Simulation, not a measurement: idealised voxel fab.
process module | voxel transistor to metal
cross-section cut | 285 nm wide | cells 5 nm
A cross-section is a grid of square cells, given in bands from the top down. A band is one or more rows of cells.
Each band's line starts with the height of the band's top and of its bottom, in nm. Then come its materials from left to right, each with its width in nm. One material with "throughout" fills the band from edge to edge. "air" is empty space.
Height 0 is the level under which the wafer as received is all one material. The lowest band goes on downwards, as in "0 down".
A width such as "30 to 40" changes by the same amount from each row of cells to the next, from the band's top row to its bottom row.
"no change" after a step means that no cell of the cross-section changed.
closed voids: empty space of 8 cells or more with no open way to the top, each as width x height at its distance from the left edge, in nm
after a step's settings: what the simulator itself notes on the step
overlay nm, on a step with a mask: how far to the right of its planned place the mask lay; to the left if negative
plan
1 op RECEIVE | material Si
2 op CONFORMAL_DEP | material SiO2 | thk nm 5
3 op CONFORMAL_DEP | material SiN | thk nm 10
4 op DIRECTIONAL_DEP | material aC | thk nm 10
5 op PATTERN | tone cover | mask id ACTIVE | material resist | width nm 100 | pitch nm 130 | thk nm 25 | overlay nm 0
6 op DIRECTIONAL_ETCH | etch materials aC | depth nm 10
7 op STRIP | etch materials resist
8 op DIRECTIONAL_ETCH | etch materials SiN | depth nm 10
9 op DIRECTIONAL_ETCH | etch materials SiO2 | depth nm 5
10 op DIRECTIONAL_ETCH | etch materials Si | depth nm 35
11 op STRIP | etch materials aC
12 op FILL_DEP | material SiO2 | thk nm 15
13 op CMP | height nm 15
14 op SELECTIVE_ETCH | etch materials SiO2 | depth nm 10
15 op STRIP | etch materials SiN
16 op SELECTIVE_ETCH | etch materials SiO2 | depth nm 5
17 op OXIDIZE | depth nm 5
18 op DIRECTIONAL_DEP | material polySi | thk nm 20
19 op DIRECTIONAL_DEP | material SiCN | thk nm 15
20 op DIRECTIONAL_DEP | material aC | thk nm 10
21 op PATTERN | tone cover | mask id GATE | material resist | width nm 20 | pitch nm 130 | thk nm 25 | overlay nm 0
22 op DIRECTIONAL_ETCH | etch materials aC | depth nm 10
23 op STRIP | etch materials resist
24 op DIRECTIONAL_ETCH | etch materials SiCN | depth nm 25
25 op DIRECTIONAL_ETCH | etch materials polySi | depth nm 30
26 op STRIP | etch materials aC
27 op CONFORMAL_DEP | material SiO2 | thk nm 5
28 op DIRECTIONAL_ETCH | etch materials SiO2 | depth nm 5
29 op CONFORMAL_DEP | material SiN | thk nm 10
30 op DIRECTIONAL_ETCH | etch materials SiN | depth nm 10
31 op DIRECTIONAL_ETCH | etch materials SiO2 | depth nm 5
32 op DIRECTIONAL_ETCH | etch materials Si | depth nm 15
33 op EPI | material nSi | thk nm 20
34 op FILL_DEP | material SiO2 | thk nm 10
35 op CMP | height nm 35
36 op DIRECTIONAL_DEP | material SiO2 | thk nm 15
37 op PATTERN | tone open | mask id CONTACT | material resist | width nm 15 | thk nm 20 | overlay nm 0
38 op DIRECTIONAL_ETCH | etch materials SiO2 | depth nm 35
39 op STRIP | etch materials resist
40 op CONFORMAL_DEP | material TiN | thk nm 5
41 op FILL_DEP | material Ru | thk nm 5
42 op CMP | height nm 50
43 op DIRECTIONAL_DEP | material TiN | thk nm 5
44 op DIRECTIONAL_DEP | material Ru | thk nm 25
45 op MASKED_ETCH | tone cover | mask id METAL_1 | width nm 15 | etch materials Ru | depth nm 25 | overlay nm 0
46 op MASKED_ETCH | tone cover | mask id METAL_1 | width nm 15 | etch materials TiN | depth nm 5 | overlay nm 0
47 op CONFORMAL_DEP | material SiN | thk nm 5
48 op FILL_DEP | material lowk | thk nm 10
49 op CMP | height nm 80
50 op CONFORMAL_DEP | material SiCN | thk nm 5
as received, after step 1
  0 down: Si throughout
  closed voids: none
a wafer at the end: this start, this plan, one mistake
  85 to 80: SiCN throughout
  80 to 55: lowk 25 | SiN 5 | Ru 15 | SiN 5 | lowk 50 | SiN 5 | Ru 15 | SiN 5 | lowk 30 | SiN 5 | Ru 15 | SiN 5 | lowk 50 | SiN 5 | Ru 15 | SiN 5 | lowk 30
  55 to 50: SiN 30 | TiN 15 | SiN 60 | TiN 15 | SiN 40 | TiN 15 | SiN 60 | TiN 15 | SiN 35
  50 to 30: SiO2 30 | TiN 5 | Ru 5 | TiN 5 | SiO2 60 | TiN 5 | Ru 5 | TiN 5 | SiO2 40 | TiN 5 | Ru 5 | TiN 5 | SiO2 60 | TiN 5 | Ru 5 | TiN 5 | SiO2 35
  30 to 20: SiO2 30 | TiN 5 | Ru 5 | TiN 5 | SiO2 5 | SiN 10 | SiO2 5 | SiCN 20 | SiO2 5 | SiN 10 | SiO2 5 | TiN 5 | Ru 5 | TiN 5 | SiO2 40 | TiN 5 | Ru 5 | TiN 5 | SiO2 5 | SiN 10 | SiO2 5 | SiCN 20 | SiO2 5 | SiN 10 | SiO2 5 | TiN 5 | Ru 5 | TiN 5 | SiO2 35
  20 to 15: SiO2 30 | TiN 15 | SiO2 5 | SiN 10 | SiO2 5 | SiCN 20 | SiO2 5 | SiN 10 | SiO2 5 | TiN 15 | SiO2 40 | TiN 15 | SiO2 5 | SiN 10 | SiO2 5 | SiCN 20 | SiO2 5 | SiN 10 | SiO2 5 | TiN 15 | SiO2 35
  15 to 0: SiO2 30 | nSi 20 | SiN 10 | SiO2 5 | polySi 20 | SiO2 5 | SiN 10 | nSi 20 | SiO2 40 | nSi 20 | SiN 10 | SiO2 5 | polySi 20 | SiO2 5 | SiN 10 | nSi 20 | SiO2 35
  0 to -5: SiO2 20 | nSi 30 | SiO2 50 | nSi 30 | SiO2 20 | nSi 30 | SiO2 50 | nSi 30 | SiO2 25
  -5 to -20: SiO2 25 | nSi 25 | Si 50 | nSi 25 | SiO2 30 | nSi 25 | Si 50 | nSi 25 | SiO2 30
  -20 to -35: SiO2 25 | Si 100 | SiO2 30 | Si 100 | SiO2 30
  -35 down: Si throughout
  closed voids: none
what went wrong: step 18 ran as: op DIRECTIONAL_DEP | material polySi | thk nm 15
